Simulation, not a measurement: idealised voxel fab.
The name of this process module is voxel self aligned contacts.
Pictured: cross-section cut, 165 nm wide, on a grid of 5 nm square cells.
Format of a cross-section: grid, square cells. Given as bands. Order: top down. Band: one or more rows of cells.
Band: top and bottom heights (nm) first, top before bottom; then materials from left to right, widths in nm. "all across" marks a sole material filling the band edge to edge. "air" denotes empty space.
We count height from 0. Below that, the starting wafer is all one material. The lowest band never ends at the bottom but goes on down; see "0 nm and below" for how that is written.
Quick explanation for "30 to 40": the width changes in equal steps down the rows of cells, from the first number in the band's top row to the second number in its bottom row.
For the purposes of this document, the phrase "nothing changed" attached to a step denotes that no cell within the cross-section was modified by that step.
Each empty space that has no open way to the top and spans at least 8 cells appears under "Unvented internal voids" as width x height at distance, the distance counted from the left edge, all in nm.
after a step's settings: what the simulator itself notes on the step
What "overlay nm" on a step's line means: if the step has a mask, that mask lay this far to the right of its planned place, or, when the value is negative, to the left.

**Planned process steps**
1) op RECEIVE | material Si
2) op OXIDIZE | depth nm 5
3) op DIRECTIONAL_DEP | material polySi | thk nm 30
4) op DIRECTIONAL_DEP | material SiN | thk nm 20
5) op DIRECTIONAL_DEP | material aC | thk nm 15
6) op PATTERN | tone cover | mask id GATE | material resist | width nm 35 | pitch nm 70 | thk nm 30 | overlay nm 0
7) op DIRECTIONAL_ETCH | etch materials aC | depth nm 15
8) op STRIP | etch materials resist
9) op DIRECTIONAL_ETCH | etch materials SiN | depth nm 20
10) op DIRECTIONAL_ETCH | etch materials polySi | depth nm 30
11) op STRIP | etch materials aC
12) op CONFORMAL_DEP | material SiN | thk nm 10
13) op DIRECTIONAL_ETCH | etch materials SiN | depth nm 10
14) op FILL_DEP | material SiO2 | thk nm 15
15) op CMP | height nm 60
16) op DIRECTIONAL_DEP | material aC | thk nm 15
17) op PATTERN | tone open | mask id CONTACT | material resist | width nm 45 | thk nm 30 | overlay nm 0
18) op DIRECTIONAL_ETCH | etch materials aC | depth nm 15
19) op STRIP | etch materials resist
20) op DIRECTIONAL_ETCH | etch materials SiO2 | depth nm 65
21) op STRIP | etch materials aC
22) op CONFORMAL_DEP | material TiN | thk nm 5
23) op FILL_DEP | material Ru | thk nm 10
24) op CMP | height nm 60
25) op CONFORMAL_DEP | material SiCN | thk nm 5

**The first of two wafers, run as planned**

**Received-state cross-section, reflecting completion of step 1**
0 nm and below | Si all across
Unvented internal voids: none

**The wafer in cross-section once step 2 is complete**
0 nm to -5 nm | SiO2 all across
Heights below -5 show no change.

**The wafer in cross-section once step 3 is complete**
30 nm to 0 nm | polySi all across
Heights below 0 show no change.

**The wafer in cross-section once step 4 is complete**
50 nm to 30 nm | SiN all across
Heights below 30 show no change.

**The wafer in cross-section once step 5 is complete**
65 nm to 50 nm | aC all across
Heights below 50 show no change.

**The wafer in cross-section once step 6 is complete**
95 nm to 65 nm | air: 30, then resist: 35, then air: 35, then resist: 35, then air: 30
Heights below 65 show no change.

**The wafer in cross-section once step 7 is complete**
80 nm to 65 nm | air: 30, then resist: 35, then air: 35, then resist: 35, then air: 30
65 nm to 50 nm | air: 30, then aC: 35, then air: 35, then aC: 35, then air: 30
Heights below 50 show no change.

**The wafer in cross-section once step 8 is complete**
65 nm to 50 nm | air: 30, then aC: 35, then air: 35, then aC: 35, then air: 30
Heights below 50 show no change.

**The wafer in cross-section once step 9 is complete**
65 nm to 50 nm | air: 30, then aC: 35, then air: 35, then aC: 35, then air: 30
50 nm to 30 nm | air: 30, then SiN: 35, then air: 35, then SiN: 35, then air: 30
Heights below 30 show no change.

**The wafer in cross-section once step 10 is complete**
65 nm to 50 nm | air: 30, then aC: 35, then air: 35, then aC: 35, then air: 30
50 nm to 30 nm | air: 30, then SiN: 35, then air: 35, then SiN: 35, then air: 30
30 nm to 0 nm | air: 30, then polySi: 35, then air: 35, then polySi: 35, then air: 30
Heights below 0 show no change.

**The wafer in cross-section once step 11 is complete**
50 nm to 30 nm | air: 30, then SiN: 35, then air: 35, then SiN: 35, then air: 30
Heights below 30 show no change.

**The wafer in cross-section once step 12 is complete**
60 nm to 30 nm | air: 20, then SiN: 55, then air: 15, then SiN: 55, then air: 20
30 nm to 10 nm | air: 20, then SiN: 10, then polySi: 35, then SiN: 10, then air: 15, then SiN: 10, then polySi: 35, then SiN: 10, then air: 20
10 nm to 0 nm | SiN: 30, then polySi: 35, then SiN: 35, then polySi: 35, then SiN: 30
Heights below 0 show no change.

**The wafer in cross-section once step 13 is complete**
50 nm to 30 nm | air: 20, then SiN: 55, then air: 15, then SiN: 55, then air: 20
30 nm to 0 nm | air: 20, then SiN: 10, then polySi: 35, then SiN: 10, then air: 15, then SiN: 10, then polySi: 35, then SiN: 10, then air: 20
Heights below 0 show no change.

**The wafer in cross-section once step 14 is complete**
65 nm to 50 nm | SiO2 all across
50 nm to 30 nm | SiO2: 20, then SiN: 55, then SiO2: 15, then SiN: 55, then SiO2: 20
30 nm to 0 nm | SiO2: 20, then SiN: 10, then polySi: 35, then SiN: 10, then SiO2: 15, then SiN: 10, then polySi: 35, then SiN: 10, then SiO2: 20
Heights below 0 show no change.

**The wafer in cross-section once step 15 is complete**
60 nm to 50 nm | SiO2 all across
Heights below 50 show no change.

**The wafer in cross-section once step 16 is complete**
75 nm to 60 nm | aC all across
Heights below 60 show no change.

**The wafer in cross-section once step 17 is complete**
105 nm to 75 nm | resist: 60, then air: 45, then resist: 60
Heights below 75 show no change.

**The wafer in cross-section once step 18 is complete**
90 nm to 75 nm | resist: 60, then air: 45, then resist: 60
75 nm to 60 nm | aC: 60, then air: 45, then aC: 60
Heights below 60 show no change.

**The wafer in cross-section once step 19 is complete**
75 nm to 60 nm | aC: 60, then air: 45, then aC: 60
Heights below 60 show no change.

**The wafer in cross-section once step 20 is complete**
75 nm to 60 nm | aC: 60, then air: 45, then aC: 60
60 nm to 50 nm | SiO2: 60, then air: 45, then SiO2: 60
50 nm to 30 nm | SiO2: 20, then SiN: 55, then air: 15, then SiN: 55, then SiO2: 20
30 nm to 0 nm | SiO2: 20, then SiN: 10, then polySi: 35, then SiN: 10, then air: 15, then SiN: 10, then polySi: 35, then SiN: 10, then SiO2: 20
0 nm to -5 nm | SiO2: 75, then air: 15, then SiO2: 75
Heights below -5 show no change.

**The wafer in cross-section once step 21 is complete**
60 nm to 50 nm | SiO2: 60, then air: 45, then SiO2: 60
Heights below 50 show no change.

**The wafer in cross-section once step 22 is complete**
65 nm to 60 nm | TiN: 65, then air: 35, then TiN: 65
60 nm to 50 nm | SiO2: 60, then TiN: 5 to 20, then air: 35 to 5, then TiN: 5 to 20, then SiO2: 60
50 nm to 30 nm | SiO2: 20, then SiN: 55, then TiN: 5, then air: 5, then TiN: 5, then SiN: 55, then SiO2: 20
30 nm to 0 nm | SiO2: 20, then SiN: 10, then polySi: 35, then SiN: 10, then TiN: 5, then air: 5, then TiN: 5, then SiN: 10, then polySi: 35, then SiN: 10, then SiO2: 20
0 nm to -5 nm | SiO2: 75, then TiN: 15, then SiO2: 75
Heights below -5 show no change.

**The wafer in cross-section once step 23 is complete**
75 nm to 65 nm | Ru all across
65 nm to 60 nm | TiN: 65, then Ru: 35, then TiN: 65
60 nm to 50 nm | SiO2: 60, then TiN: 5 to 20, then Ru: 35 to 5, then TiN: 5 to 20, then SiO2: 60
50 nm to 30 nm | SiO2: 20, then SiN: 55, then TiN: 5, then Ru: 5, then TiN: 5, then SiN: 55, then SiO2: 20
30 nm to 0 nm | SiO2: 20, then SiN: 10, then polySi: 35, then SiN: 10, then TiN: 5, then Ru: 5, then TiN: 5, then SiN: 10, then polySi: 35, then SiN: 10, then SiO2: 20
Heights below 0 show no change.

**The wafer in cross-section once step 24 is complete**
60 nm to 50 nm | SiO2: 60, then TiN: 5 to 20, then Ru: 35 to 5, then TiN: 5 to 20, then SiO2: 60
Heights below 50 show no change.

**The wafer in cross-section once step 25 is complete**
65 nm to 60 nm | SiCN all across
Heights below 60 show no change.

**Now the other wafer: same start, same recipe, but we messed up one thing when running it. Up to and including step 5 it's the same as the first one**

**when step 6 should have ended**
95 nm to 65 nm | resist: 30, then air: 35, then resist: 35, then air: 35, then resist: 30
Heights below 65 show no change.

**when step 7 should have ended**
80 nm to 65 nm | resist: 30, then air: 35, then resist: 35, then air: 35, then resist: 30
65 nm to 50 nm | aC: 30, then air: 35, then aC: 35, then air: 35, then aC: 30
Heights below 50 show no change.

**when step 8 should have ended**
65 nm to 50 nm | aC: 30, then air: 35, then aC: 35, then air: 35, then aC: 30
Heights below 50 show no change.

**when step 9 should have ended**
65 nm to 50 nm | aC: 30, then air: 35, then aC: 35, then air: 35, then aC: 30
50 nm to 30 nm | SiN: 30, then air: 35, then SiN: 35, then air: 35, then SiN: 30
Heights below 30 show no change.

**when step 10 should have ended**
65 nm to 50 nm | aC: 30, then air: 35, then aC: 35, then air: 35, then aC: 30
50 nm to 30 nm | SiN: 30, then air: 35, then SiN: 35, then air: 35, then SiN: 30
30 nm to 0 nm | polySi: 30, then air: 35, then polySi: 35, then air: 35, then polySi: 30
Heights below 0 show no change.

**when step 11 should have ended**
50 nm to 30 nm | SiN: 30, then air: 35, then SiN: 35, then air: 35, then SiN: 30
Heights below 30 show no change.

**when step 12 should have ended**
60 nm to 30 nm | SiN: 40, then air: 15, then SiN: 55, then air: 15, then SiN: 40
30 nm to 10 nm | polySi: 30, then SiN: 10, then air: 15, then SiN: 10, then polySi: 35, then SiN: 10, then air: 15, then SiN: 10, then polySi: 30
10 nm to 0 nm | polySi: 30, then SiN: 35, then polySi: 35, then SiN: 35, then polySi: 30
Heights below 0 show no change.

**when step 13 should have ended**
50 nm to 30 nm | SiN: 40, then air: 15, then SiN: 55, then air: 15, then SiN: 40
30 nm to 0 nm | polySi: 30, then SiN: 10, then air: 15, then SiN: 10, then polySi: 35, then SiN: 10, then air: 15, then SiN: 10, then polySi: 30
Heights below 0 show no change.

**when step 14 should have ended**
65 nm to 50 nm | SiO2 all across
50 nm to 30 nm | SiN: 40, then SiO2: 15, then SiN: 55, then SiO2: 15, then SiN: 40
30 nm to 0 nm | polySi: 30, then SiN: 10, then SiO2: 15, then SiN: 10, then polySi: 35, then SiN: 10, then SiO2: 15, then SiN: 10, then polySi: 30
Heights below 0 show no change.

**when step 15 should have ended**
60 nm to 50 nm | SiO2 all across
Heights below 50 show no change.

**when step 16 should have ended**
75 nm to 60 nm | aC all across
Heights below 60 show no change.

**when step 17 should have ended**
105 nm to 75 nm | resist: 60, then air: 45, then resist: 60
Heights below 75 show no change.

**when step 18 should have ended**
90 nm to 75 nm | resist: 60, then air: 45, then resist: 60
75 nm to 60 nm | aC: 60, then air: 45, then aC: 60
Heights below 60 show no change.

**when step 19 should have ended**
75 nm to 60 nm | aC: 60, then air: 45, then aC: 60
Heights below 60 show no change.

**when step 20 should have ended**
75 nm to 60 nm | aC: 60, then air: 45, then aC: 60
60 nm to 50 nm | SiO2: 60, then air: 45, then SiO2: 60
Heights below 50 show no change.

**when step 21 should have ended**
60 nm to 50 nm | SiO2: 60, then air: 45, then SiO2: 60
Heights below 50 show no change.

**when step 22 should have ended**
65 nm to 60 nm | TiN: 65, then air: 35, then TiN: 65
60 nm to 55 nm | SiO2: 60, then TiN: 5, then air: 35, then TiN: 5, then SiO2: 60
55 nm to 50 nm | SiO2: 60, then TiN: 45, then SiO2: 60
Heights below 50 show no change.

**when step 23 should have ended**
75 nm to 65 nm | Ru all across
65 nm to 60 nm | TiN: 65, then Ru: 35, then TiN: 65
60 nm to 55 nm | SiO2: 60, then TiN: 5, then Ru: 35, then TiN: 5, then SiO2: 60
Heights below 55 show no change.

**when step 24 should have ended**
60 nm to 55 nm | SiO2: 60, then TiN: 5, then Ru: 35, then TiN: 5, then SiO2: 60
Heights below 55 show no change.

**when step 25 should have ended**
65 nm to 60 nm | SiCN all across
Heights below 60 show no change.
Diagnosis: step 6 was processed under conditions differing from the plan, specifically as op PATTERN | tone open | mask id GATE | material resist | width nm 35 | pitch nm 70 | thk nm 30 | overlay nm 0
End check, counted in cells, second wafer has more or fewer of these materials than the first: 11 fewer of Ru; 20 more of SiN; 17 fewer of SiO2; 22 fewer of TiN; 30 more of polySi
